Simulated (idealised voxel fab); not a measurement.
process module | voxel tone inversion
cross-section cut | 210 nm wide | cells 5 nm
A cross-section is a grid of square cells, given in bands from the top down. A band is one or more rows of cells.
Each band's line starts with the height of the band's top and of its bottom, in nm. Then come its materials from left to right, each with its width in nm. One material with "throughout" fills the band from edge to edge. "air" is empty space.
Height 0 is the level under which the wafer as received is all one material. The lowest band goes on downwards, as in "0 down".
A width such as "30 to 40" changes by the same amount from each row of cells to the next, from the band's top row to its bottom row.
"no change" after a step means that no cell of the cross-section changed.
closed voids: empty space of 8 cells or more with no open way to the top, each as width x height at its distance from the left edge, in nm
after a step's settings: what the simulator itself notes on the step
overlay nm, on a step with a mask: how far to the right of its planned place the mask lay; to the left if negative
plan
1 op RECEIVE | material Si
2 op CONFORMAL_DEP | material SiN | thk nm 10
3 op DIRECTIONAL_DEP | material polySi | thk nm 20
4 op PATTERN | tone cover | mask id POSTS | material resist | width nm 15 | pitch nm 35 | thk nm 30 | overlay nm 0
5 op DIRECTIONAL_ETCH | etch materials polySi | depth nm 20
6 op STRIP | etch materials resist
7 op FILL_DEP | material SiO2 | thk nm 5
8 op CMP | height nm 30
9 op STRIP | etch materials polySi
as received, after step 1
  0 down: Si throughout
  closed voids: none
a wafer at the end: this start, this plan, one mistake
  30 to 20: SiN throughout
  20 to 0: polySi throughout
  0 down: Si throughout
  closed voids: none
what went wrong: steps 2 and 3 were swapped
